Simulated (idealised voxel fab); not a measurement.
Process module under the name voxel transistor to metal
For reference, the cross-section in this document is cut, with width 150 nm and square cells of 5 nm.
This document writes a cross-section as a grid whose cells are square, and gives it as bands, listed from the top down; one or more rows of cells form a band. Quick guide to a band line: top height, bottom height (nm) up front; then every material left to right with its width in nm. Only one material and it's marked "full width"? Then it fills the band edge to edge. And "air" just means empty space. Basically, 0 is our baseline, since under it the wafer straight out of the box is all one material. The bottom band has no lower end and keeps on going down, so it looks like "0 and below". The expression "30 to 40" gives the width at the extremes of the band, the first number at its top row of cells and the second at its bottom row, with the width changing by equal amounts from each row to the next in between. Take "nothing altered" at face value: in the step it is given for, the cross-section changed in none of its cells. The entry "Closed void list" lists the empty spaces that cover at least 8 cells and have no open path to the top. Each is written as width x height at distance, where the distance is measured from the left edge and all three values are in nm. Note: text after step settings on the step line = simulator remark on that step. A step's line can hold "overlay nm"; with a mask on that step, the setting says how far right of the planned place the mask lay, while a negative setting says it lay to the left.

Plan
step 1: op RECEIVE | material Si
step 2: op OXIDIZE | depth nm 5
step 3: op CONFORMAL_DEP | material SiN | thk nm 10
step 4: op PATTERN | tone cover | mask id ACTIVE | material resist | width nm 120 | thk nm 15 | overlay nm 0
step 5: op DIRECTIONAL_ETCH | etch materials SiN | depth nm 10
step 6: op DIRECTIONAL_ETCH | etch materials SiO2 | depth nm 5
step 7: op DIRECTIONAL_ETCH | etch materials Si | depth nm 35
step 8: op STRIP | etch materials resist
step 9: op FILL_DEP | material SiO2 | thk nm 10
step 10: op CMP | height nm 10
step 11: op SELECTIVE_ETCH | etch materials SiO2 | depth nm 10
step 12: op STRIP | etch materials SiN
step 13: op SELECTIVE_ETCH | etch materials SiO2 | depth nm 5
step 14: op OXIDIZE | depth nm 5
step 15: op DIRECTIONAL_DEP | material polySi | thk nm 20
step 16: op DIRECTIONAL_DEP | material SiCN | thk nm 15
step 17: op MASKED_ETCH | tone cover | mask id GATE | width nm 30 | etch materials SiCN | depth nm 25 | overlay nm 0
step 18: op MASKED_ETCH | tone cover | mask id GATE | width nm 30 | etch materials polySi | depth nm 30 | overlay nm 0
step 19: op CONFORMAL_DEP | material SiO2 | thk nm 5
step 20: op DIRECTIONAL_ETCH | etch materials SiO2 | depth nm 5
step 21: op CONFORMAL_DEP | material SiN | thk nm 10
step 22: op DIRECTIONAL_ETCH | etch materials SiN | depth nm 10
step 23: op DIRECTIONAL_ETCH | etch materials SiO2 | depth nm 5
step 24: op DIRECTIONAL_ETCH | etch materials Si | depth nm 5
step 25: op EPI | material nSi | thk nm 5
step 26: op FILL_DEP | material SiO2 | thk nm 5
step 27: op CMP | height nm 15
step 28: op STRIP | etch materials polySi
step 29: op SELECTIVE_ETCH | etch materials SiO2 | depth nm 5
step 30: op CONFORMAL_DEP | material HfO2 | thk nm 5
step 31: op CONFORMAL_DEP | material TiN | thk nm 5
step 32: op FILL_DEP | material W | thk nm 5
step 33: op CMP | height nm 10
step 34: op DIRECTIONAL_DEP | material SiO2 | thk nm 15
step 35: op PATTERN | tone open | mask id CONTACT | material resist | width nm 20 | pitch nm 90 | thk nm 15 | overlay nm 0
step 36: op DIRECTIONAL_ETCH | etch materials SiO2 | depth nm 35
step 37: op STRIP | etch materials resist
step 38: op CONFORMAL_DEP | material TiN | thk nm 5
step 39: op FILL_DEP | material W | thk nm 10
step 40: op CMP | height nm 25
step 41: op CONFORMAL_DEP | material SiCN | thk nm 5
step 42: op DIRECTIONAL_DEP | material lowk | thk nm 25
step 43: op MASKED_ETCH | tone open | mask id METAL_1 | width nm 20 | pitch nm 90 | etch materials lowk | depth nm 25 | overlay nm 0
step 44: op MASKED_ETCH | tone open | mask id METAL_1 | width nm 20 | pitch nm 90 | etch materials SiCN | depth nm 5 | overlay nm 0
step 45: op CONFORMAL_DEP | material TiN | thk nm 5
step 46: op FILL_DEP | material Cu | thk nm 10
step 47: op CMP | height nm 55
step 48: op CONFORMAL_DEP | material SiCN | thk nm 5
step 49: op DIRECTIONAL_DEP | material lowk | thk nm 25
step 50: op DIRECTIONAL_DEP | material aC | thk nm 10
step 51: op PATTERN | tone open | mask id METAL_2 | material resist | width nm 20 | pitch nm 90 | thk nm 30 | overlay nm 0
step 52: op DIRECTIONAL_ETCH | etch materials aC | depth nm 10
step 53: op STRIP | etch materials resist
step 54: op DIRECTIONAL_ETCH | etch materials lowk | depth nm 15
step 55: op STRIP | etch materials aC
step 56: op DIRECTIONAL_DEP | material aC | thk nm 15
step 57: op PATTERN | tone open | mask id METAL_2_HOLES | material resist | width nm 15 | pitch nm 90 | thk nm 30 | overlay nm 0
step 58: op DIRECTIONAL_ETCH | etch materials aC | depth nm 15
step 59: op STRIP | etch materials resist
step 60: op DIRECTIONAL_ETCH | etch materials lowk | depth nm 10
step 61: op DIRECTIONAL_ETCH | etch materials SiCN | depth nm 5
step 62: op STRIP | etch materials aC
step 63: op CONFORMAL_DEP | material TiN | thk nm 5
step 64: op FILL_DEP | material Ru | thk nm 10
step 65: op CMP | height nm 85
step 66: op CONFORMAL_DEP | material SiN | thk nm 5

Shown in cross-section is the wafer as received, that is, as it stands after step 1
    0 and below  Si full width
    Closed void list: none

Module complete, cross-section. Starting point and plan per above. One mistake made in running the module
    90 down to 85  SiN full width
    85 down to 75  Ru: 30 to 15; TiN: 5 to 20; lowk: 5; TiN: 5; Ru: 75 to 60; TiN: 5 to 20; lowk: 5; TiN: 5; Ru: 15
    75 down to 70  TiN: 20; lowk: 20; TiN: 70; lowk: 20; TiN: 20
    70 down to 60  lowk full width
    60 down to 55  SiCN full width
    55 down to 30  lowk: 20; TiN: 5; Cu: 10; TiN: 5; lowk: 70; TiN: 5; Cu: 10; TiN: 5; lowk: 20
    30 down to 25  SiCN: 20; TiN: 20; SiCN: 70; TiN: 20; SiCN: 20
    25 down to 10  SiO2: 20; TiN: 5; W: 10; TiN: 5; SiO2: 70; TiN: 5; W: 10; TiN: 5; SiO2: 20
    10 down to 0  SiO2: 20; TiN: 5; W: 10; TiN: 5; SiO2: 5; SiN: 10; HfO2: 5; TiN: 5; W: 20; TiN: 5; HfO2: 5; SiN: 10; SiO2: 5; TiN: 5; W: 10; TiN: 5; SiO2: 20
    0 down to -5  SiO2: 20; TiN: 5; W: 10; TiN: 5; SiO2: 5; SiN: 10; HfO2: 5; TiN: 30; HfO2: 5; SiN: 10; SiO2: 5; TiN: 5; W: 10; TiN: 5; SiO2: 20
    -5 down to -10  SiO2: 20; TiN: 20; nSi: 5; SiO2: 10; HfO2: 40; SiO2: 10; nSi: 5; TiN: 20; SiO2: 20
    -10 down to -15  SiO2: 15; nSi: 30; Si: 60; nSi: 30; SiO2: 15
    -15 down to -40  SiO2: 15; Si: 120; SiO2: 15
    -40 and below  Si full width
    Closed void list: none
Diagnosis: step 51 off recipe, ran as op PATTERN | tone cover | mask id METAL_2 | material resist | width nm 20 | pitch nm 90 | thk nm 30 | overlay nm 0
